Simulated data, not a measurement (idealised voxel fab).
You're looking at the process module voxel transistor to metal.
We display cut, a cross-section 185 nm in width whose square cells are each 5 nm.
A cross-section is a grid of square cells, given in bands from the top down. A band is one or more rows of cells.
Read a band's entry like this: the first values are the height of its top and the height of its bottom in nm, and what follows is the sequence of materials from left to right, each with its width in nm. Note that "blank" is empty space, and that a single material marked "all across" reaches across the band from edge to edge.
Beneath 0, the wafer as received is one material, and that level is where height counting begins. The lowest band goes on downward without a bottom; it is written like "0 nm and below".
Width spec "30 to 40" -> top row of cells at first value, bottom row at second value, equal per-row change in between.
For the purposes of this document, the phrase "nothing different" attached to a step denotes that no cell within the cross-section was modified by that step.
Entry "Completely sealed voids" = empty spaces >= 8 cells with no open way to the top; each as width x height at distance, distance from left edge, all nm.
If you see something after the settings on a step's line, that's the simulator's own remark about that step.
For masked steps, "overlay nm" on the step line gives how far right of plan the mask actually lay; a minus sign means it lay to the left.
Every pair from here on: before one process step, after it. The after cross-section reaches only to the lowest band that changed. Below the pair: the step in between and its settings. Pairs can belong to different runs of this module on the same starting wafer; a pair carries on from the pair above only if the entry headed "Geometry before processing" says so.
Geometry before processing:
45 nm to 30 nm = 75 of blank, then 30 of aC, then 80 of blank
30 nm to 25 nm = 75 of blank, then 30 of SiCN, then 80 of blank
25 nm to 20 nm = 25 of polySi, then 50 of blank, then 30 of SiCN, then 50 of blank, then 30 of polySi
20 nm to 0 nm = polySi all across
0 nm to -5 nm = 25 of SiO2, then 130 of polySi, then 30 of SiO2
-5 nm to -10 nm = SiO2 all across
-10 nm to -40 nm = 25 of SiO2, then 130 of Si, then 30 of SiO2
-40 nm and below = Si all across
Completely sealed voids: none
After:
45 nm to 30 nm = 75 of blank, then 30 of aC, then 80 of blank
30 nm to 20 nm = 75 of blank, then 30 of SiCN, then 80 of blank
20 nm to 0 nm = 75 of blank, then 30 of polySi, then 80 of blank
0 nm to -5 nm = 25 of SiO2, then 50 of blank, then 30 of polySi, then 50 of blank, then 30 of SiO2
Whatever lies below -5 is exactly as it was before.
Completely sealed voids: none
Which process step falls between the two cross-sections above? DIRECTIONAL_ETCH, etch materials polySi, depth nm 35
Geometry before processing: see preceding pair, after cross-section.
After:
30 nm to 20 nm = 75 of blank, then 30 of SiCN, then 80 of blank
Whatever lies below 20 is exactly as it was before.
Completely sealed voids: none
Which process step falls between the two cross-sections above? STRIP, etch materials aC
Geometry before processing: see preceding pair, after cross-section.
After:
35 nm to 30 nm = 70 of blank, then 40 of SiO2, then 75 of blank
30 nm to 20 nm = 70 of blank, then 5 of SiO2, then 30 of SiCN, then 5 of SiO2, then 75 of blank
20 nm to 5 nm = 70 of blank, then 5 of SiO2, then 30 of polySi, then 5 of SiO2, then 75 of blank
5 nm to 0 nm = 30 of SiO2, then 40 of blank, then 5 of SiO2, then 30 of polySi, then 5 of SiO2, then 40 of blank, then 35 of SiO2
0 nm to -5 nm = 75 of SiO2, then 30 of polySi, then 80 of SiO2
Whatever lies below -5 is exactly as it was before.
Completely sealed voids: none
Which process step falls between the two cross-sections above? CONFORMAL_DEP, material SiO2, thk nm 5
Geometry before processing: see preceding pair, after cross-section.
After:
30 nm to 20 nm = 70 of blank, then 5 of SiO2, then 30 of SiCN, then 5 of SiO2, then 75 of blank
20 nm to 0 nm = 70 of blank, then 5 of SiO2, then 30 of polySi, then 5 of SiO2, then 75 of blank
0 nm to -5 nm = 30 of SiO2, then 40 of blank, then 5 of SiO2, then 30 of polySi, then 5 of SiO2, then 40 of blank, then 35 of SiO2
Whatever lies below -5 is exactly as it was before.
Completely sealed voids: none
Which process step falls between the two cross-sections above? DIRECTIONAL_ETCH, etch materials SiO2, depth nm 5
Geometry before processing: see preceding pair, after cross-section.
After:
40 nm to 30 nm = 60 of blank, then 60 of SiN, then 65 of blank
30 nm to 20 nm = 60 of blank, then 10 of SiN, then 5 of SiO2, then 30 of SiCN, then 5 of SiO2, then 10 of SiN, then 65 of blank
20 nm to 10 nm = 60 of blank, then 10 of SiN, then 5 of SiO2, then 30 of polySi, then 5 of SiO2, then 10 of SiN, then 65 of blank
10 nm to 5 nm = 40 of SiN, then 20 of blank, then 10 of SiN, then 5 of SiO2, then 30 of polySi, then 5 of SiO2, then 10 of SiN, then 20 of blank, then 45 of SiN
5 nm to 0 nm = 70 of SiN, then 5 of SiO2, then 30 of polySi, then 5 of SiO2, then 75 of SiN
0 nm to -5 nm = 30 of SiO2, then 40 of SiN, then 5 of SiO2, then 30 of polySi, then 5 of SiO2, then 40 of SiN, then 35 of SiO2
Whatever lies below -5 is exactly as it was before.
Completely sealed voids: none
Which process step falls between the two cross-sections above? CONFORMAL_DEP, material SiN, thk nm 10
Geometry before processing: see preceding pair, after cross-section.
After:
30 nm to 20 nm = 60 of blank, then 10 of SiN, then 5 of SiO2, then 30 of SiCN, then 5 of SiO2, then 10 of SiN, then 65 of blank
20 nm to 0 nm = 60 of blank, then 10 of SiN, then 5 of SiO2, then 30 of polySi, then 5 of SiO2, then 10 of SiN, then 65 of blank
0 nm to -5 nm = 30 of SiO2, then 10 of SiN, then 20 of blank, then 10 of SiN, then 5 of SiO2, then 30 of polySi, then 5 of SiO2, then 10 of SiN, then 20 of blank, then 10 of SiN, then 35 of SiO2
Whatever lies below -5 is exactly as it was before.
Completely sealed voids: none
Which process step falls between the two cross-sections above? DIRECTIONAL_ETCH, etch materials SiN, depth nm 10
Geometry before processing: see preceding pair, after cross-section.
After:
30 nm to 25 nm = 60 of blank, then 10 of SiN, then 5 of blank, then 30 of SiCN, then 5 of blank, then 10 of SiN, then 65 of blank
25 nm to 20 nm = 60 of blank, then 10 of SiN, then 5 of SiO2, then 30 of SiCN, then 5 of SiO2, then 10 of SiN, then 65 of blank
20 nm to 0 nm = 60 of blank, then 10 of SiN, then 5 of SiO2, then 30 of polySi, then 5 of SiO2, then 10 of SiN, then 65 of blank
0 nm to -5 nm = 30 of blank, then 10 of SiN, then 20 of blank, then 10 of SiN, then 5 of SiO2, then 30 of polySi, then 5 of SiO2, then 10 of SiN, then 20 of blank, then 10 of SiN, then 35 of blank
-5 nm to -10 nm = 40 of SiO2, then 20 of blank, then 60 of SiO2, then 20 of blank, then 45 of SiO2
Whatever lies below -10 is exactly as it was before.
Completely sealed voids: none
Which process step falls between the two cross-sections above? DIRECTIONAL_ETCH, etch materials SiO2, depth nm 5
Geometry before processing: see preceding pair, after cross-section.
After:
30 nm to 25 nm = 60 of blank, then 10 of SiN, then 5 of blank, then 30 of SiCN, then 5 of blank, then 10 of SiN, then 65 of blank
25 nm to 20 nm = 60 of blank, then 10 of SiN, then 5 of SiO2, then 30 of SiCN, then 5 of SiO2, then 10 of SiN, then 65 of blank
20 nm to 0 nm = 60 of blank, then 10 of SiN, then 5 of SiO2, then 30 of polySi, then 5 of SiO2, then 10 of SiN, then 65 of blank
0 nm to -5 nm = 30 of blank, then 10 of SiN, then 20 of blank, then 10 of SiN, then 5 of SiO2, then 30 of polySi, then 5 of SiO2, then 10 of SiN, then 20 of blank, then 10 of SiN, then 35 of blank
-5 nm to -10 nm = 40 of SiO2, then 20 of blank, then 60 of SiO2, then 20 of blank, then 45 of SiO2
-10 nm to -15 nm = 25 of SiO2, then 15 of Si, then 20 of blank, then 60 of Si, then 20 of blank, then 15 of Si, then 30 of SiO2
Whatever lies below -15 is exactly as it was before.
Completely sealed voids: none
Which process step falls between the two cross-sections above? DIRECTIONAL_ETCH, etch materials Si, depth nm 5
Geometry before processing: see preceding pair, after cross-section.
After:
30 nm to 25 nm = 60 of blank, then 10 of SiN, then 5 of blank, then 30 of SiCN, then 5 of blank, then 10 of SiN, then 65 of blank
25 nm to 20 nm = 60 of blank, then 10 of SiN, then 5 of SiO2, then 30 of SiCN, then 5 of SiO2, then 10 of SiN, then 65 of blank
20 nm to 0 nm = 60 of blank, then 10 of SiN, then 5 of SiO2, then 30 of polySi, then 5 of SiO2, then 10 of SiN, then 65 of blank
0 nm to -5 nm = 30 of blank, then 10 of SiN, then 20 of blank, then 10 of SiN, then 5 of SiO2, then 30 of polySi, then 5 of SiO2, then 10 of SiN, then 20 of blank, then 10 of SiN, then 35 of blank
-5 nm to -10 nm = 40 of SiO2, then 5 of pSi, then 10 of blank, then 5 of pSi, then 60 of SiO2, then 5 of pSi, then 10 of blank, then 5 of pSi, then 45 of SiO2
-10 nm to -15 nm = 25 of SiO2, then 15 of Si, then 20 of pSi, then 60 of Si, then 20 of pSi, then 15 of Si, then 30 of SiO2
Whatever lies below -15 is exactly as it was before.
Completely sealed voids: none
Which process step falls between the two cross-sections above? EPI, material pSi, thk nm 5
Geometry before processing: see preceding pair, after cross-section.
After:
40 nm to 30 nm = SiO2 all across
30 nm to 20 nm = 60 of SiO2, then 10 of SiN, then 5 of SiO2, then 30 of SiCN, then 5 of SiO2, then 10 of SiN, then 65 of SiO2
20 nm to 0 nm = 60 of SiO2, then 10 of SiN, then 5 of SiO2, then 30 of polySi, then 5 of SiO2, then 10 of SiN, then 65 of SiO2
0 nm to -5 nm = 30 of SiO2, then 10 of SiN, then 20 of SiO2, then 10 of SiN, then 5 of SiO2, then 30 of polySi, then 5 of SiO2, then 10 of SiN, then 20 of SiO2, then 10 of SiN, then 35 of SiO2
-5 nm to -10 nm = 40 of SiO2, then 5 of pSi, then 10 of SiO2, then 5 of pSi, then 60 of SiO2, then 5 of pSi, then 10 of SiO2, then 5 of pSi, then 45 of SiO2
Whatever lies below -10 is exactly as it was before.
Completely sealed voids: none
Which process step falls between the two cross-sections above? FILL_DEP, material SiO2, thk nm 10
Geometry before processing: see preceding pair, after cross-section.
After:
20 nm to 0 nm = 60 of SiO2, then 10 of SiN, then 5 of SiO2, then 30 of polySi, then 5 of SiO2, then 10 of SiN, then 65 of SiO2
Whatever lies below 0 is exactly as it was before.
Completely sealed voids: none
Which process step falls between the two cross-sections above? CMP, height nm 20
Geometry before processing: see preceding pair, after cross-section.
After:
20 nm to 0 nm = 60 of SiO2, then 10 of SiN, then 5 of SiO2, then 30 of blank, then 5 of SiO2, then 10 of SiN, then 65 of SiO2
0 nm to -5 nm = 30 of SiO2, then 10 of SiN, then 20 of SiO2, then 10 of SiN, then 5 of SiO2, then 30 of blank, then 5 of SiO2, then 10 of SiN, then 20 of SiO2, then 10 of SiN, then 35 of SiO2
Whatever lies below -5 is exactly as it was before.
Completely sealed voids: none
Which process step falls between the two cross-sections above? STRIP, etch materials polySi
Geometry before processing: see preceding pair, after cross-section.
After:
20 nm to 15 nm = 60 of blank, then 10 of SiN, then 40 of blank, then 10 of SiN, then 65 of blank
15 nm to 0 nm = 60 of SiO2, then 10 of SiN, then 40 of blank, then 10 of SiN, then 65 of SiO2
0 nm to -5 nm = 30 of SiO2, then 10 of SiN, then 20 of SiO2, then 10 of SiN, then 40 of blank, then 10 of SiN, then 20 of SiO2, then 10 of SiN, then 35 of SiO2
-5 nm to -10 nm = 40 of SiO2, then 5 of pSi, then 10 of SiO2, then 5 of pSi, then 10 of SiO2, then 40 of blank, then 10 of SiO2, then 5 of pSi, then 10 of SiO2, then 5 of pSi, then 45 of SiO2
Whatever lies below -10 is exactly as it was before.
Completely sealed voids: none
Which process step falls between the two cross-sections above? SELECTIVE_ETCH, etch materials SiO2, depth nm 5
Geometry before processing: see preceding pair, after cross-section.
After:
25 nm to 20 nm = 55 of blank, then 20 of HfO2, then 30 of blank, then 20 of HfO2, then 60 of blank
20 nm to 15 nm = 60 of HfO2, then 10 of SiN, then 5 of HfO2, then 30 of blank, then 5 of HfO2, then 10 of SiN, then 65 of HfO2
15 nm to 0 nm = 60 of SiO2, then 10 of SiN, then 5 of HfO2, then 30 of blank, then 5 of HfO2, then 10 of SiN, then 65 of SiO2
0 nm to -5 nm = 30 of SiO2, then 10 of SiN, then 20 of SiO2, then 10 of SiN, then 5 of HfO2, then 30 of blank, then 5 of HfO2, then 10 of SiN, then 20 of SiO2, then 10 of SiN, then 35 of SiO2
-5 nm to -10 nm = 40 of SiO2, then 5 of pSi, then 10 of SiO2, then 5 of pSi, then 10 of SiO2, then 40 of HfO2, then 10 of SiO2, then 5 of pSi, then 10 of SiO2, then 5 of pSi, then 45 of SiO2
Whatever lies below -10 is exactly as it was before.
Completely sealed voids: none
Which process step falls between the two cross-sections above? CONFORMAL_DEP, material HfO2, thk nm 5
Geometry before processing: see preceding pair, after cross-section.
After:
30 nm to 25 nm = 50 of blank, then 30 of TiN, then 20 of blank, then 30 of TiN, then 55 of blank
25 nm to 20 nm = 55 of TiN, then 20 of HfO2, then 5 of TiN, then 20 of blank, then 5 of TiN, then 20 of HfO2, then 60 of TiN
20 nm to 15 nm = 60 of HfO2, then 10 of SiN, then 5 of HfO2, then 5 of TiN, then 20 of blank, then 5 of TiN, then 5 of HfO2, then 10 of SiN, then 65 of HfO2
15 nm to 0 nm = 60 of SiO2, then 10 of SiN, then 5 of HfO2, then 5 of TiN, then 20 of blank, then 5 of TiN, then 5 of HfO2, then 10 of SiN, then 65 of SiO2
0 nm to -5 nm = 30 of SiO2, then 10 of SiN, then 20 of SiO2, then 10 of SiN, then 5 of HfO2, then 30 of TiN, then 5 of HfO2, then 10 of SiN, then 20 of SiO2, then 10 of SiN, then 35 of SiO2
Whatever lies below -5 is exactly as it was before.
Completely sealed voids: none
Which process step falls between the two cross-sections above? CONFORMAL_DEP, material TiN, thk nm 5
Geometry before processing: see preceding pair, after cross-section.
After:
35 nm to 30 nm = W all across
30 nm to 25 nm = 50 of W, then 30 of TiN, then 20 of W, then 30 of TiN, then 55 of W
25 nm to 20 nm = 55 of TiN, then 20 of HfO2, then 5 of TiN, then 20 of W, then 5 of TiN, then 20 of HfO2, then 60 of TiN
20 nm to 15 nm = 60 of HfO2, then 10 of SiN, then 5 of HfO2, then 5 of TiN, then 20 of W, then 5 of TiN, then 5 of HfO2, then 10 of SiN, then 65 of HfO2
15 nm to 0 nm = 60 of SiO2, then 10 of SiN, then 5 of HfO2, then 5 of TiN, then 20 of W, then 5 of TiN, then 5 of HfO2, then 10 of SiN, then 65 of SiO2
Whatever lies below 0 is exactly as it was before.
Completely sealed voids: none
Which process step falls between the two cross-sections above? FILL_DEP, material W, thk nm 5
Geometry before processing: see preceding pair, after cross-section.
After:
15 nm to 0 nm = 60 of SiO2, then 10 of SiN, then 5 of HfO2, then 5 of TiN, then 20 of W, then 5 of TiN, then 5 of HfO2, then 10 of SiN, then 65 of SiO2
Whatever lies below 0 is exactly as it was before.
Completely sealed voids: none
Which process step falls between the two cross-sections above? CMP, height nm 15
Geometry before processing: see preceding pair, after cross-section.
After:
25 nm to 15 nm = SiO2 all across
Whatever lies below 15 is exactly as it was before.
Completely sealed voids: none
Which process step falls between the two cross-sections above? DIRECTIONAL_DEP, material SiO2, thk nm 10
Geometry before processing: see preceding pair, after cross-section.
After:
45 nm to 25 nm = 35 of resist, then 20 of blank, then 70 of resist, then 20 of blank, then 40 of resist
Whatever lies below 25 is exactly as it was before.
Completely sealed voids: none
Which process step falls between the two cross-sections above? PATTERN, tone open, mask id CONTACT, material resist, width nm 20, pitch nm 90, thk nm 20, overlay nm 0
Geometry before processing: see preceding pair, after cross-section.
After:
45 nm to 25 nm = 35 of resist, then 20 of blank, then 70 of resist, then 20 of blank, then 40 of resist
25 nm to 15 nm = 35 of SiO2, then 20 of blank, then 70 of SiO2, then 20 of blank, then 40 of SiO2
15 nm to 0 nm = 35 of SiO2, then 20 of blank, then 5 of SiO2, then 10 of SiN, then 5 of HfO2, then 5 of TiN, then 20 of W, then 5 of TiN, then 5 of HfO2, then 10 of SiN, then 5 of SiO2, then 20 of blank, then 40 of SiO2
0 nm to -5 nm = 30 of SiO2, then 10 of SiN, then 15 of blank, then 5 of SiO2, then 10 of SiN, then 5 of HfO2, then 30 of TiN, then 5 of HfO2, then 10 of SiN, then 5 of SiO2, then 15 of blank, then 10 of SiN, then 35 of SiO2
-5 nm to -10 nm = 40 of SiO2, then 5 of pSi, then 10 of blank, then 5 of pSi, then 10 of SiO2, then 40 of HfO2, then 10 of SiO2, then 5 of pSi, then 10 of blank, then 5 of pSi, then 45 of SiO2
Whatever lies below -10 is exactly as it was before.
Completely sealed voids: none
Which process step falls between the two cross-sections above? DIRECTIONAL_ETCH, etch materials SiO2, depth nm 35
Geometry before processing: see preceding pair, after cross-section.
After:
25 nm to 15 nm = 35 of SiO2, then 20 of blank, then 70 of SiO2, then 20 of blank, then 40 of SiO2
Whatever lies below 15 is exactly as it was before.
Completely sealed voids: none
Which process step falls between the two cross-sections above? STRIP, etch materials resist
Geometry before processing: see preceding pair, after cross-section.
After:
30 nm to 25 nm = 40 of TiN, then 10 of blank, then 80 of TiN, then 10 of blank, then 45 of TiN
25 nm to 15 nm = 35 of SiO2, then 5 of TiN, then 10 of blank, then 5 of TiN, then 70 of SiO2, then 5 of TiN, then 10 of blank, then 5 of TiN, then 40 of SiO2
15 nm to 5 nm = 35 of SiO2, then 5 of TiN, then 10 of blank, then 5 of TiN, then 5 of SiO2, then 10 of SiN, then 5 of HfO2, then 5 of TiN, then 20 of W, then 5 of TiN, then 5 of HfO2, then 10 of SiN, then 5 of SiO2, then 5 of TiN, then 10 of blank, then 5 of TiN, then 40 of SiO2
5 nm to 0 nm = 35 of SiO2, then 10 of TiN, then 5 of blank, then 5 of TiN, then 5 of SiO2, then 10 of SiN, then 5 of HfO2, then 5 of TiN, then 20 of W, then 5 of TiN, then 5 of HfO2, then 10 of SiN, then 5 of SiO2, then 5 of TiN, then 5 of blank, then 10 of TiN, then 40 of SiO2
0 nm to -5 nm = 30 of SiO2, then 10 of SiN, then 15 of TiN, then 5 of SiO2, then 10 of SiN, then 5 of HfO2, then 30 of TiN, then 5 of HfO2, then 10 of SiN, then 5 of SiO2, then 15 of TiN, then 10 of SiN, then 35 of SiO2
-5 nm to -10 nm = 40 of SiO2, then 5 of pSi, then 10 of TiN, then 5 of pSi, then 10 of SiO2, then 40 of HfO2, then 10 of SiO2, then 5 of pSi, then 10 of TiN, then 5 of pSi, then 45 of SiO2
Whatever lies below -10 is exactly as it was before.
Completely sealed voids: none
Which process step falls between the two cross-sections above? CONFORMAL_DEP, material TiN, thk nm 5
Geometry before processing: see preceding pair, after cross-section.
After:
35 nm to 30 nm = Ru all across
30 nm to 25 nm = 40 of TiN, then 10 of Ru, then 80 of TiN, then 10 of Ru, then 45 of TiN
25 nm to 15 nm = 35 of SiO2, then 5 of TiN, then 10 of Ru, then 5 of TiN, then 70 of SiO2, then 5 of TiN, then 10 of Ru, then 5 of TiN, then 40 of SiO2
15 nm to 5 nm = 35 of SiO2, then 5 of TiN, then 10 of Ru, then 5 of TiN, then 5 of SiO2, then 10 of SiN, then 5 of HfO2, then 5 of TiN, then 20 of W, then 5 of TiN, then 5 of HfO2, then 10 of SiN, then 5 of SiO2, then 5 of TiN, then 10 of Ru, then 5 of TiN, then 40 of SiO2
5 nm to 0 nm = 35 of SiO2, then 10 of TiN, then 5 of Ru, then 5 of TiN, then 5 of SiO2, then 10 of SiN, then 5 of HfO2, then 5 of TiN, then 20 of W, then 5 of TiN, then 5 of HfO2, then 10 of SiN, then 5 of SiO2, then 5 of TiN, then 5 of Ru, then 10 of TiN, then 40 of SiO2
Whatever lies below 0 is exactly as it was before.
Completely sealed voids: none
Which process step falls between the two cross-sections above? FILL_DEP, material Ru, thk nm 5
Geometry before processing: see preceding pair, after cross-section.
After:
25 nm to 15 nm = 35 of SiO2, then 5 of TiN, then 10 of Ru, then 5 of TiN, then 70 of SiO2, then 5 of TiN, then 10 of Ru, then 5 of TiN, then 40 of SiO2
Whatever lies below 15 is exactly as it was before.
Completely sealed voids: none
Which process step falls between the two cross-sections above? CMP, height nm 25
Geometry before processing: see preceding pair, after cross-section.
After:
30 nm to 25 nm = TiN all across
Whatever lies below 25 is exactly as it was before.
Completely sealed voids: none
Which process step falls between the two cross-sections above? DIRECTIONAL_DEP, material TiN, thk nm 5
Geometry before processing: see preceding pair, after cross-section.
After:
50 nm to 30 nm = Ru all across
Whatever lies below 30 is exactly as it was before.
Completely sealed voids: none
Which process step falls between the two cross-sections above? DIRECTIONAL_DEP, material Ru, thk nm 20
Geometry before processing: see preceding pair, after cross-section.
After:
50 nm to 30 nm = 35 of blank, then 20 of Ru, then 70 of blank, then 20 of Ru, then 40 of blank
Whatever lies below 30 is exactly as it was before.
Completely sealed voids: none
Which process step falls between the two cross-sections above? MASKED_ETCH, tone cover, mask id METAL_1, width nm 20, pitch nm 90, etch materials Ru, depth nm 20, overlay nm 0
Geometry before processing: see preceding pair, after cross-section.
After:
50 nm to 30 nm = 35 of blank, then 20 of Ru, then 70 of blank, then 20 of Ru, then 40 of blank
30 nm to 25 nm = 35 of blank, then 20 of TiN, then 70 of blank, then 20 of TiN, then 40 of blank
Whatever lies below 25 is exactly as it was before.
Completely sealed voids: none
Which process step falls between the two cross-sections above? MASKED_ETCH, tone cover, mask id METAL_1, width nm 20, pitch nm 90, etch materials TiN, depth nm 5, overlay nm 0
Geometry before processing: see preceding pair, after cross-section.
After:
55 nm to 50 nm = SiO2 all across
50 nm to 30 nm = 35 of SiO2, then 20 of Ru, then 70 of SiO2, then 20 of Ru, then 40 of SiO2
30 nm to 25 nm = 35 of SiO2, then 20 of TiN, then 70 of SiO2, then 20 of TiN, then 40 of SiO2
Whatever lies below 25 is exactly as it was before.
Completely sealed voids: none
Which process step falls between the two cross-sections above? FILL_DEP, material SiO2, thk nm 5
Geometry before processing: see preceding pair, after cross-section.
After:
50 nm to 30 nm = 35 of SiO2, then 20 of Ru, then 70 of SiO2, then 20 of Ru, then 40 of SiO2
Whatever lies below 30 is exactly as it was before.
Completely sealed voids: none
Which process step falls between the two cross-sections above? CMP, height nm 50
Geometry before processing: see preceding pair, after cross-section.
After:
55 nm to 50 nm = SiN all across
Whatever lies below 50 is exactly as it was before.
Completely sealed voids: none
Which process step falls between the two cross-sections above? CONFORMAL_DEP, material SiN, thk nm 5
Geometry before processing:
15 nm to 0 nm = SiN all across
0 nm to -5 nm = SiO2 all across
-5 nm and below = Si all across
Completely sealed voids: none
After:
15 nm to 0 nm = 30 of blank, then 130 of SiN, then 25 of blank
Whatever lies below 0 is exactly as it was before.
Completely sealed voids: none
Which process step falls between the two cross-sections above? MASKED_ETCH, tone cover, mask id ACTIVE, width nm 130, etch materials SiN, depth nm 15, overlay nm 5
Geometry before processing: see preceding pair, after cross-section.
After:
15 nm to 0 nm = 30 of blank, then 130 of SiN, then 25 of blank
0 nm to -5 nm = 25 of blank, then 135 of SiO2, then 25 of blank
Whatever lies below -5 is exactly as it was before.
Completely sealed voids: none
Which process step falls between the two cross-sections above? MASKED_ETCH, tone cover, mask id ACTIVE, width nm 130, etch materials SiO2, depth nm 5, overlay nm 0
Geometry before processing: see preceding pair, after cross-section.
After:
15 nm to 0 nm = 30 of blank, then 130 of SiN, then 25 of blank
0 nm to -5 nm = 25 of blank, then 135 of SiO2, then 25 of blank
-5 nm to -40 nm = 25 of blank, then 135 of Si, then 25 of blank
Whatever lies below -40 is exactly as it was before.
Completely sealed voids: none
Which process step falls between the two cross-sections above? MASKED_ETCH, tone cover, mask id ACTIVE, width nm 130, etch materials Si, depth nm 35, overlay nm 0
Geometry before processing: see preceding pair, after cross-section.
After:
25 nm to 15 nm = SiO2 all across
15 nm to 0 nm = 30 of SiO2, then 130 of SiN, then 25 of SiO2
0 nm to -5 nm = SiO2 all across
-5 nm to -40 nm = 25 of SiO2, then 135 of Si, then 25 of SiO2
Whatever lies below -40 is exactly as it was before.
Completely sealed voids: none
Which process step falls between the two cross-sections above? FILL_DEP, material SiO2, thk nm 10
Geometry before processing: see preceding pair, after cross-section.
After:
15 nm to 0 nm = 30 of SiO2, then 130 of SiN, then 25 of SiO2
Whatever lies below 0 is exactly as it was before.
Completely sealed voids: none
Which process step falls between the two cross-sections above? CMP, height nm 15
Geometry before processing: see preceding pair, after cross-section.
After:
15 nm to 5 nm = 30 of blank, then 130 of SiN, then 25 of blank
Whatever lies below 5 is exactly as it was before.
Completely sealed voids: none
Which process step falls between the two cross-sections above? SELECTIVE_ETCH, etch materials SiO2, depth nm 10
Geometry before processing: see preceding pair, after cross-section.
After:
5 nm to 0 nm = 30 of SiO2, then 130 of blank, then 25 of SiO2
Whatever lies below 0 is exactly as it was before.
Completely sealed voids: none
Which process step falls between the two cross-sections above? STRIP, etch materials SiN
Geometry before processing: see preceding pair, after cross-section.
After:
0 nm to -5 nm = 25 of SiO2, then 140 of blank, then 20 of SiO2
Whatever lies below -5 is exactly as it was before.
Completely sealed voids: none
Which process step falls between the two cross-sections above? SELECTIVE_ETCH, etch materials SiO2, depth nm 5
Geometry before processing: see preceding pair, after cross-section.
After:
0 nm to -5 nm = 25 of SiO2, then 140 of blank, then 20 of SiO2
-5 nm to -10 nm = SiO2 all across
Whatever lies below -10 is exactly as it was before.
Completely sealed voids: none
Which process step falls between the two cross-sections above? OXIDIZE, depth nm 5
Geometry before processing: see preceding pair, after cross-section.
After:
25 nm to 20 nm = 25 of polySi, then 140 of blank, then 20 of polySi
20 nm to 0 nm = polySi all across
0 nm to -5 nm = 25 of SiO2, then 140 of polySi, then 20 of SiO2
Whatever lies below -5 is exactly as it was before.
Completely sealed voids: none
Which process step falls between the two cross-sections above? DIRECTIONAL_DEP, material polySi, thk nm 25
Geometry before processing: see preceding pair, after cross-section.
After:
35 nm to 30 nm = 25 of SiCN, then 140 of blank, then 20 of SiCN
30 nm to 25 nm = SiCN all across
25 nm to 20 nm = 25 of polySi, then 140 of SiCN, then 20 of polySi
Whatever lies below 20 is exactly as it was before.
Completely sealed voids: none
Which process step falls between the two cross-sections above? DIRECTIONAL_DEP, material SiCN, thk nm 10
Geometry before processing: see preceding pair, after cross-section.
After:
50 nm to 45 nm = 25 of aC, then 140 of blank, then 20 of aC
45 nm to 35 nm = aC all across
35 nm to 30 nm = 25 of SiCN, then 140 of aC, then 20 of SiCN
Whatever lies below 30 is exactly as it was before.
Completely sealed voids: none
Which process step falls between the two cross-sections above? DIRECTIONAL_DEP, material aC, thk nm 15
Geometry before processing: see preceding pair, after cross-section.
After:
80 nm to 50 nm = 75 of blank, then 30 of resist, then 80 of blank
50 nm to 45 nm = 25 of aC, then 50 of blank, then 30 of resist, then 60 of blank, then 20 of aC
Whatever lies below 45 is exactly as it was before.
Completely sealed voids: none
Which process step falls between the two cross-sections above? PATTERN, tone cover, mask id GATE, material resist, width nm 30, thk nm 30, overlay nm 0
Geometry before processing: see preceding pair, after cross-section.
After:
65 nm to 45 nm = 75 of blank, then 30 of resist, then 80 of blank
45 nm to 35 nm = 75 of blank, then 30 of aC, then 80 of blank
35 nm to 30 nm = 25 of SiCN, then 50 of blank, then 30 of aC, then 60 of blank, then 20 of SiCN
Whatever lies below 30 is exactly as it was before.
Completely sealed voids: none
Which process step falls between the two cross-sections above? DIRECTIONAL_ETCH, etch materials aC, depth nm 15
Geometry before processing: see preceding pair, after cross-section.
After:
45 nm to 35 nm = 75 of blank, then 30 of aC, then 80 of blank
Whatever lies below 35 is exactly as it was before.
Completely sealed voids: none
Which process step falls between the two cross-sections above? STRIP, etch materials resist
Geometry before processing: see preceding pair, after cross-section.
After:
45 nm to 30 nm = 75 of blank, then 30 of aC, then 80 of blank
30 nm to 25 nm = 75 of blank, then 30 of SiCN, then 80 of blank
25 nm to 20 nm = 25 of polySi, then 50 of blank, then 30 of SiCN, then 60 of blank, then 20 of polySi
Whatever lies below 20 is exactly as it was before.
Completely sealed voids: none
Which process step falls between the two cross-sections above? DIRECTIONAL_ETCH, etch materials SiCN, depth nm 20
Geometry before processing: see preceding pair, after cross-section.
After:
45 nm to 30 nm = 75 of blank, then 30 of aC, then 80 of blank
30 nm to 20 nm = 75 of blank, then 30 of SiCN, then 80 of blank
20 nm to 0 nm = 75 of blank, then 30 of polySi, then 80 of blank
0 nm to -5 nm = 25 of SiO2, then 50 of blank, then 30 of polySi, then 60 of blank, then 20 of SiO2
Whatever lies below -5 is exactly as it was before.
Completely sealed voids: none
Which process step falls between the two cross-sections above? DIRECTIONAL_ETCH, etch materials polySi, depth nm 35
Geometry before processing: see preceding pair, after cross-section.
After:
30 nm to 20 nm = 75 of blank, then 30 of SiCN, then 80 of blank
Whatever lies below 20 is exactly as it was before.
Completely sealed voids: none
Which process step falls between the two cross-sections above? STRIP, etch materials aC
Geometry before processing: see preceding pair, after cross-section.
After:
35 nm to 30 nm = 70 of blank, then 40 of SiO2, then 75 of blank
30 nm to 20 nm = 70 of blank, then 5 of SiO2, then 30 of SiCN, then 5 of SiO2, then 75 of blank
20 nm to 5 nm = 70 of blank, then 5 of SiO2, then 30 of polySi, then 5 of SiO2, then 75 of blank
5 nm to 0 nm = 30 of SiO2, then 40 of blank, then 5 of SiO2, then 30 of polySi, then 5 of SiO2, then 50 of blank, then 25 of SiO2
0 nm to -5 nm = 75 of SiO2, then 30 of polySi, then 80 of SiO2
Whatever lies below -5 is exactly as it was before.
Completely sealed voids: none
Which process step falls between the two cross-sections above? CONFORMAL_DEP, material SiO2, thk nm 5
Geometry before processing: see preceding pair, after cross-section.
After:
30 nm to 20 nm = 70 of blank, then 5 of SiO2, then 30 of SiCN, then 5 of SiO2, then 75 of blank
20 nm to 0 nm = 70 of blank, then 5 of SiO2, then 30 of polySi, then 5 of SiO2, then 75 of blank
0 nm to -5 nm = 30 of SiO2, then 40 of blank, then 5 of SiO2, then 30 of polySi, then 5 of SiO2, then 50 of blank, then 25 of SiO2
Whatever lies below -5 is exactly as it was before.
Completely sealed voids: none
Which process step falls between the two cross-sections above? DIRECTIONAL_ETCH, etch materials SiO2, depth nm 5
